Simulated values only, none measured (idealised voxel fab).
A process module follows: voxel gate over fins.
FYI the section here is cut, 280 nm wide, cells are 5 nm squares.
Cross-section spec: square-cell grid; bands listed top down; each band is one or more rows.
Basically the band line says how high the top is and how high the bottom is, in nm, and then what's in it from left to right, every material with its width in nm. Empty space shows up as "air", and if a single material carries "everywhere" it runs the full band edge to edge.
Heads up on the height convention: 0 is the point under which the incoming wafer is all one material, and the lowest band has no bottom, it just keeps going down, like "0 -> down".
The expression "30->40" gives the width at the extremes of the band, the first number at its top row of cells and the second at its bottom row, with the width changing by equal amounts from each row to the next in between.
It should be understood that the words "nothing altered", when stated for a given step, signify that the cross-section underwent no change in any of its cells during that step.
Closed-off voids of 8+ cells (no open route to the top) go in "Closed void roster", written width x height at distance from the left edge, in nm.
If you see something after the settings on a step's line, that's the simulator's own remark about that step.
For masked steps, "overlay nm" on the step line gives how far right of plan the mask actually lay; a minus sign means it lay to the left.
-- Process steps - plan
1. RECEIVE with material Si
2. CONFORMAL_DEP with material SiN, thk nm 5
3. DIRECTIONAL_DEP with material aC, thk nm 10
4. PATTERN with tone cover, mask id FINS, material resist, width nm 15, pitch nm 45, thk nm 25, overlay nm 0
5. DIRECTIONAL_ETCH with etch materials aC, depth nm 10
6. STRIP with etch materials resist
7. DIRECTIONAL_ETCH with etch materials SiN, depth nm 5
8. DIRECTIONAL_ETCH with etch materials Si, depth nm 30
9. STRIP with etch materials aC
10. FILL_DEP with material SiO2, thk nm 10
11. CMP with height nm 5
12. SELECTIVE_ETCH with etch materials SiO2, depth nm 20
13. STRIP with etch materials SiN
14. CONFORMAL_DEP with material HfO2, thk nm 5
15. CONFORMAL_DEP with material TiN, thk nm 5
16. CONFORMAL_DEP with material TiAl, thk nm 5
17. CONFORMAL_DEP with material TiN, thk nm 5
18. FILL_DEP with material W, thk nm 10
19. CMP with height nm 25
20. CONFORMAL_DEP with material SiCN, thk nm 10
-- Run as planned: first of two wafers
-- Cross-section of the wafer at receipt, which is the condition after step 1
0 -> down  Si everywhere
Closed void roster: none
-- Cross-section through the wafer, step 2 finished
5 -> 0  SiN everywhere
Beneath the level 0, the cross-section is identical to its previous state.
-- Cross-section through the wafer, step 3 finished
15 -> 5  aC everywhere
Beneath the level 5, the cross-section is identical to its previous state.
-- Cross-section through the wafer, step 4 finished
40 -> 15  65 of air / 15 of resist / 30 of air / 15 of resist / 30 of air / 15 of resist / 30 of air / 15 of resist / 65 of air
Beneath the level 15, the cross-section is identical to its previous state.
-- Cross-section through the wafer, step 5 finished
30 -> 15  65 of air / 15 of resist / 30 of air / 15 of resist / 30 of air / 15 of resist / 30 of air / 15 of resist / 65 of air
15 -> 5  65 of air / 15 of aC / 30 of air / 15 of aC / 30 of air / 15 of aC / 30 of air / 15 of aC / 65 of air
Beneath the level 5, the cross-section is identical to its previous state.
-- Cross-section through the wafer, step 6 finished
15 -> 5  65 of air / 15 of aC / 30 of air / 15 of aC / 30 of air / 15 of aC / 30 of air / 15 of aC / 65 of air
Beneath the level 5, the cross-section is identical to its previous state.
-- Cross-section through the wafer, step 7 finished
15 -> 5  65 of air / 15 of aC / 30 of air / 15 of aC / 30 of air / 15 of aC / 30 of air / 15 of aC / 65 of air
5 -> 0  65 of air / 15 of SiN / 30 of air / 15 of SiN / 30 of air / 15 of SiN / 30 of air / 15 of SiN / 65 of air
Beneath the level 0, the cross-section is identical to its previous state.
-- Cross-section through the wafer, step 8 finished
15 -> 5  65 of air / 15 of aC / 30 of air / 15 of aC / 30 of air / 15 of aC / 30 of air / 15 of aC / 65 of air
5 -> 0  65 of air / 15 of SiN / 30 of air / 15 of SiN / 30 of air / 15 of SiN / 30 of air / 15 of SiN / 65 of air
0 -> -30  65 of air / 15 of Si / 30 of air / 15 of Si / 30 of air / 15 of Si / 30 of air / 15 of Si / 65 of air
Beneath the level -30, the cross-section is identical to its previous state.
-- Cross-section through the wafer, step 9 finished
5 -> 0  65 of air / 15 of SiN / 30 of air / 15 of SiN / 30 of air / 15 of SiN / 30 of air / 15 of SiN / 65 of air
Beneath the level 0, the cross-section is identical to its previous state.
-- Cross-section through the wafer, step 10 finished
15 -> 5  SiO2 everywhere
5 -> 0  65 of SiO2 / 15 of SiN / 30 of SiO2 / 15 of SiN / 30 of SiO2 / 15 of SiN / 30 of SiO2 / 15 of SiN / 65 of SiO2
0 -> -30  65 of SiO2 / 15 of Si / 30 of SiO2 / 15 of Si / 30 of SiO2 / 15 of Si / 30 of SiO2 / 15 of Si / 65 of SiO2
Beneath the level -30, the cross-section is identical to its previous state.
-- Cross-section through the wafer, step 11 finished
5 -> 0  65 of SiO2 / 15 of SiN / 30 of SiO2 / 15 of SiN / 30 of SiO2 / 15 of SiN / 30 of SiO2 / 15 of SiN / 65 of SiO2
Beneath the level 0, the cross-section is identical to its previous state.
-- Cross-section through the wafer, step 12 finished
5 -> 0  65 of air / 15 of SiN / 30 of air / 15 of SiN / 30 of air / 15 of SiN / 30 of air / 15 of SiN / 65 of air
0 -> -15  65 of air / 15 of Si / 30 of air / 15 of Si / 30 of air / 15 of Si / 30 of air / 15 of Si / 65 of air
Beneath the level -15, the cross-section is identical to its previous state.
-- Cross-section through the wafer, step 13 finished
0 -> -15  65 of air / 15 of Si / 30 of air / 15 of Si / 30 of air / 15 of Si / 30 of air / 15 of Si / 65 of air
Beneath the level -15, the cross-section is identical to its previous state.
-- Cross-section through the wafer, step 14 finished
5 -> 0  60 of air / 25 of HfO2 / 20 of air / 25 of HfO2 / 20 of air / 25 of HfO2 / 20 of air / 25 of HfO2 / 60 of air
0 -> -10  60 of air / 5 of HfO2 / 15 of Si / 5 of HfO2 / 20 of air / 5 of HfO2 / 15 of Si / 5 of HfO2 / 20 of air / 5 of HfO2 / 15 of Si / 5 of HfO2 / 20 of air / 5 of HfO2 / 15 of Si / 5 of HfO2 / 60 of air
-10 -> -15  65 of HfO2 / 15 of Si / 30 of HfO2 / 15 of Si / 30 of HfO2 / 15 of Si / 30 of HfO2 / 15 of Si / 65 of HfO2
Beneath the level -15, the cross-section is identical to its previous state.
-- Cross-section through the wafer, step 15 finished
10 -> 5  55 of air / 35 of TiN / 10 of air / 35 of TiN / 10 of air / 35 of TiN / 10 of air / 35 of TiN / 55 of air
5 -> 0  55 of air / 5 of TiN / 25 of HfO2 / 5 of TiN / 10 of air / 5 of TiN / 25 of HfO2 / 5 of TiN / 10 of air / 5 of TiN / 25 of HfO2 / 5 of TiN / 10 of air / 5 of TiN / 25 of HfO2 / 5 of TiN / 55 of air
0 -> -5  55 of air / 5 of TiN / 5 of HfO2 / 15 of Si / 5 of HfO2 / 5 of TiN / 10 of air / 5 of TiN / 5 of HfO2 / 15 of Si / 5 of HfO2 / 5 of TiN / 10 of air / 5 of TiN / 5 of HfO2 / 15 of Si / 5 of HfO2 / 5 of TiN / 10 of air / 5 of TiN / 5 of HfO2 / 15 of Si / 5 of HfO2 / 5 of TiN / 55 of air
-5 -> -10  60 of TiN / 5 of HfO2 / 15 of Si / 5 of HfO2 / 20 of TiN / 5 of HfO2 / 15 of Si / 5 of HfO2 / 20 of TiN / 5 of HfO2 / 15 of Si / 5 of HfO2 / 20 of TiN / 5 of HfO2 / 15 of Si / 5 of HfO2 / 60 of TiN
Beneath the level -10, the cross-section is identical to its previous state.
-- Cross-section through the wafer, step 16 finished
15 -> 10  50 of air / 180 of TiAl / 50 of air
10 -> 5  50 of air / 5 of TiAl / 35 of TiN / 10 of TiAl / 35 of TiN / 10 of TiAl / 35 of TiN / 10 of TiAl / 35 of TiN / 5 of TiAl / 50 of air
5 -> 0  50 of air / 5 of TiAl / 5 of TiN / 25 of HfO2 / 5 of TiN / 10 of TiAl / 5 of TiN / 25 of HfO2 / 5 of TiN / 10 of TiAl / 5 of TiN / 25 of HfO2 / 5 of TiN / 10 of TiAl / 5 of TiN / 25 of HfO2 / 5 of TiN / 5 of TiAl / 50 of air
0 -> -5  55 of TiAl / 5 of TiN / 5 of HfO2 / 15 of Si / 5 of HfO2 / 5 of TiN / 10 of TiAl / 5 of TiN / 5 of HfO2 / 15 of Si / 5 of HfO2 / 5 of TiN / 10 of TiAl / 5 of TiN / 5 of HfO2 / 15 of Si / 5 of HfO2 / 5 of TiN / 10 of TiAl / 5 of TiN / 5 of HfO2 / 15 of Si / 5 of HfO2 / 5 of TiN / 55 of TiAl
Beneath the level -5, the cross-section is identical to its previous state.
-- Cross-section through the wafer, step 17 finished
20 -> 15  45 of air / 190 of TiN / 45 of air
15 -> 10  45 of air / 5 of TiN / 180 of TiAl / 5 of TiN / 45 of air
10 -> 5  45 of air / 5 of TiN / 5 of TiAl / 35 of TiN / 10 of TiAl / 35 of TiN / 10 of TiAl / 35 of TiN / 10 of TiAl / 35 of TiN / 5 of TiAl / 5 of TiN / 45 of air
5 -> 0  50 of TiN / 5 of TiAl / 5 of TiN / 25 of HfO2 / 5 of TiN / 10 of TiAl / 5 of TiN / 25 of HfO2 / 5 of TiN / 10 of TiAl / 5 of TiN / 25 of HfO2 / 5 of TiN / 10 of TiAl / 5 of TiN / 25 of HfO2 / 5 of TiN / 5 of TiAl / 50 of TiN
Beneath the level 0, the cross-section is identical to its previous state.
-- Cross-section through the wafer, step 18 finished
30 -> 20  W everywhere
20 -> 15  45 of W / 190 of TiN / 45 of W
15 -> 10  45 of W / 5 of TiN / 180 of TiAl / 5 of TiN / 45 of W
10 -> 5  45 of W / 5 of TiN / 5 of TiAl / 35 of TiN / 10 of TiAl / 35 of TiN / 10 of TiAl / 35 of TiN / 10 of TiAl / 35 of TiN / 5 of TiAl / 5 of TiN / 45 of W
Beneath the level 5, the cross-section is identical to its previous state.
-- Cross-section through the wafer, step 19 finished
25 -> 20  W everywhere
Beneath the level 20, the cross-section is identical to its previous state.
-- Cross-section through the wafer, step 20 finished
35 -> 25  SiCN everywhere
Beneath the level 25, the cross-section is identical to its previous state.
-- The remaining wafer, second of the two, started like the first and was run to the same plan, except that one mistake was made along the way; the two coincide through step 14, inclusive
-- Second wafer: cross-section at the scheduled end of step 15
10 -> 5  55 of air / 35 of SiN / 10 of air / 35 of SiN / 10 of air / 35 of SiN / 10 of air / 35 of SiN / 55 of air
5 -> 0  55 of air / 5 of SiN / 25 of HfO2 / 5 of SiN / 10 of air / 5 of SiN / 25 of HfO2 / 5 of SiN / 10 of air / 5 of SiN / 25 of HfO2 / 5 of SiN / 10 of air / 5 of SiN / 25 of HfO2 / 5 of SiN / 55 of air
0 -> -5  55 of air / 5 of SiN / 5 of HfO2 / 15 of Si / 5 of HfO2 / 5 of SiN / 10 of air / 5 of SiN / 5 of HfO2 / 15 of Si / 5 of HfO2 / 5 of SiN / 10 of air / 5 of SiN / 5 of HfO2 / 15 of Si / 5 of HfO2 / 5 of SiN / 10 of air / 5 of SiN / 5 of HfO2 / 15 of Si / 5 of HfO2 / 5 of SiN / 55 of air
-5 -> -10  60 of SiN / 5 of HfO2 / 15 of Si / 5 of HfO2 / 20 of SiN / 5 of HfO2 / 15 of Si / 5 of HfO2 / 20 of SiN / 5 of HfO2 / 15 of Si / 5 of HfO2 / 20 of SiN / 5 of HfO2 / 15 of Si / 5 of HfO2 / 60 of SiN
Beneath the level -10, the cross-section is identical to its previous state.
-- Second wafer: cross-section at the scheduled end of step 16
15 -> 10  50 of air / 180 of TiAl / 50 of air
10 -> 5  50 of air / 5 of TiAl / 35 of SiN / 10 of TiAl / 35 of SiN / 10 of TiAl / 35 of SiN / 10 of TiAl / 35 of SiN / 5 of TiAl / 50 of air
5 -> 0  50 of air / 5 of TiAl / 5 of SiN / 25 of HfO2 / 5 of SiN / 10 of TiAl / 5 of SiN / 25 of HfO2 / 5 of SiN / 10 of TiAl / 5 of SiN / 25 of HfO2 / 5 of SiN / 10 of TiAl / 5 of SiN / 25 of HfO2 / 5 of SiN / 5 of TiAl / 50 of air
0 -> -5  55 of TiAl / 5 of SiN / 5 of HfO2 / 15 of Si / 5 of HfO2 / 5 of SiN / 10 of TiAl / 5 of SiN / 5 of HfO2 / 15 of Si / 5 of HfO2 / 5 of SiN / 10 of TiAl / 5 of SiN / 5 of HfO2 / 15 of Si / 5 of HfO2 / 5 of SiN / 10 of TiAl / 5 of SiN / 5 of HfO2 / 15 of Si / 5 of HfO2 / 5 of SiN / 55 of TiAl
Beneath the level -5, the cross-section is identical to its previous state.
-- Second wafer: cross-section at the scheduled end of step 17
20 -> 15  45 of air / 190 of TiN / 45 of air
15 -> 10  45 of air / 5 of TiN / 180 of TiAl / 5 of TiN / 45 of air
10 -> 5  45 of air / 5 of TiN / 5 of TiAl / 35 of SiN / 10 of TiAl / 35 of SiN / 10 of TiAl / 35 of SiN / 10 of TiAl / 35 of SiN / 5 of TiAl / 5 of TiN / 45 of air
5 -> 0  50 of TiN / 5 of TiAl / 5 of SiN / 25 of HfO2 / 5 of SiN / 10 of TiAl / 5 of SiN / 25 of HfO2 / 5 of SiN / 10 of TiAl / 5 of SiN / 25 of HfO2 / 5 of SiN / 10 of TiAl / 5 of SiN / 25 of HfO2 / 5 of SiN / 5 of TiAl / 50 of TiN
Beneath the level 0, the cross-section is identical to its previous state.
-- Second wafer: cross-section at the scheduled end of step 18
30 -> 20  W everywhere
20 -> 15  45 of W / 190 of TiN / 45 of W
15 -> 10  45 of W / 5 of TiN / 180 of TiAl / 5 of TiN / 45 of W
10 -> 5  45 of W / 5 of TiN / 5 of TiAl / 35 of SiN / 10 of TiAl / 35 of SiN / 10 of TiAl / 35 of SiN / 10 of TiAl / 35 of SiN / 5 of TiAl / 5 of TiN / 45 of W
Beneath the level 5, the cross-section is identical to its previous state.
-- Second wafer: cross-section at the scheduled end of step 19
25 -> 20  W everywhere
Beneath the level 20, the cross-section is identical to its previous state.
-- Second wafer: cross-section at the scheduled end of step 20
35 -> 25  SiCN everywhere
Beneath the level 25, the cross-section is identical to its previous state.
What was done differently from what was planned? off-plan run, step 15, actual operation and settings CONFORMAL_DEP with material SiN, thk nm 5
Upon completion, the second wafer contains, in terms of cells, a greater or smaller amount of certain materials than the first wafer: SiN: 80 more; TiN: 80 fewer
